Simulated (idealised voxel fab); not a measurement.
process module | voxel transistor to metal
cross-section cut | 290 nm wide | cells 5 nm
A cross-section is a grid of square cells, given in bands from the top down. A band is one or more rows of cells.
Each band's line starts with the height of the band's top and of its bottom, in nm. Then come its materials from left to right, each with its width in nm. One material with "throughout" fills the band from edge to edge. "air" is empty space.
Height 0 is the level under which the wafer as received is all one material. The lowest band goes on downwards, as in "0 down".
A width such as "30 to 40" changes by the same amount from each row of cells to the next, from the band's top row to its bottom row.
"no change" after a step means that no cell of the cross-section changed.
closed voids: empty space of 8 cells or more with no open way to the top, each as width x height at its distance from the left edge, in nm
after a step's settings: what the simulator itself notes on the step
overlay nm, on a step with a mask: how far to the right of its planned place the mask lay; to the left if negative
plan
1 op RECEIVE | material Si
2 op OXIDIZE | depth nm 5
3 op CONFORMAL_DEP | material SiN | thk nm 10
4 op PATTERN | tone cover | mask id ACTIVE | material resist | width nm 115 | pitch nm 140 | thk nm 15 | overlay nm 0
5 op DIRECTIONAL_ETCH | etch materials SiN | depth nm 10
6 op DIRECTIONAL_ETCH | etch materials SiO2 | depth nm 5
7 op DIRECTIONAL_ETCH | etch materials Si | depth nm 20
8 op STRIP | etch materials resist
9 op FILL_DEP | material SiO2 | thk nm 10
10 op CMP | height nm 10
11 op SELECTIVE_ETCH | etch materials SiO2 | depth nm 5
12 op STRIP | etch materials SiN
13 op SELECTIVE_ETCH | etch materials SiO2 | depth nm 5
14 op OXIDIZE | depth nm 5
15 op DIRECTIONAL_DEP | material polySi | thk nm 30
16 op DIRECTIONAL_DEP | material SiCN | thk nm 15
17 op DIRECTIONAL_DEP | material aC | thk nm 10
18 op PATTERN | tone cover | mask id GATE | material resist | width nm 25 | pitch nm 140 | thk nm 25 | overlay nm 0
19 op DIRECTIONAL_ETCH | etch materials aC | depth nm 10
20 op STRIP | etch materials resist
21 op DIRECTIONAL_ETCH | etch materials SiCN | depth nm 25
22 op DIRECTIONAL_ETCH | etch materials polySi | depth nm 40
23 op STRIP | etch materials aC
24 op CONFORMAL_DEP | material SiO2 | thk nm 5
25 op DIRECTIONAL_ETCH | etch materials SiO2 | depth nm 5
26 op CONFORMAL_DEP | material SiN | thk nm 10
27 op DIRECTIONAL_ETCH | etch materials SiN | depth nm 10
28 op DIRECTIONAL_ETCH | etch materials SiO2 | depth nm 5
29 op DIRECTIONAL_ETCH | etch materials Si | depth nm 15
30 op EPI | material SiGe | thk nm 5
31 op FILL_DEP | material SiO2 | thk nm 5
32 op CMP | height nm 40
33 op DIRECTIONAL_DEP | material SiO2 | thk nm 15
34 op MASKED_ETCH | tone open | mask id CONTACT | width nm 30 | etch materials SiO2 | depth nm 50 | overlay nm 0
35 op CONFORMAL_DEP | material TiN | thk nm 5
36 op FILL_DEP | material W | thk nm 5
37 op CMP | height nm 55
38 op CONFORMAL_DEP | material SiN | thk nm 5
39 op DIRECTIONAL_DEP | material lowk | thk nm 15
40 op MASKED_ETCH | tone open | mask id METAL_1 | width nm 20 | etch materials lowk | depth nm 15 | overlay nm 0
41 op MASKED_ETCH | tone open | mask id METAL_1 | width nm 20 | etch materials SiN | depth nm 5 | overlay nm 0
42 op CONFORMAL_DEP | material TiN | thk nm 5
43 op FILL_DEP | material Cu | thk nm 10
44 op CMP | height nm 75
45 op EPI | material Ru | thk nm 5
46 op FILL_DEP | material SiCN | thk nm 5
varied across the wafers: thk nm of step 30. The plan shows the first wafer's value. All wafers start alike
first wafer as received, after step 1
  0 down: Si throughout
  closed voids: none
each wafer at the end: cells of each material gained (+) or lost (-) since it was received, then its closed voids
thk nm 5 | +24 Cu | +24 Ru | -200 Si | +122 SiCN | +40 SiGe | +122 SiN | +444 SiO2 | +136 TiN | +88 W | +126 lowk | +60 polySi | closed voids: none
thk nm 10 | +24 Cu | +24 Ru | -200 Si | +122 SiCN | +80 SiGe | +122 SiN | +404 SiO2 | +136 TiN | +88 W | +126 lowk | +60 polySi | closed voids: none
thk nm 15 | +24 Cu | +24 Ru | -200 Si | +122 SiCN | +100 SiGe | +122 SiN | +384 SiO2 | +136 TiN | +88 W | +126 lowk | +60 polySi | closed voids: none
thk nm 20 | +24 Cu | +24 Ru | -200 Si | +122 SiCN | +128 SiGe | +122 SiN | +372 SiO2 | +128 TiN | +80 W | +126 lowk | +60 polySi | closed voids: none
thk nm 25 | +24 Cu | +24 Ru | -200 Si | +122 SiCN | +168 SiGe | +122 SiN | +348 SiO2 | +120 TiN | +72 W | +126 lowk | +60 polySi | closed voids: none
thk nm 30 | +24 Cu | +24 Ru | -200 Si | +122 SiCN | +216 SiGe | +122 SiN | +316 SiO2 | +112 TiN | +64 W | +126 lowk | +60 polySi | closed voids: none
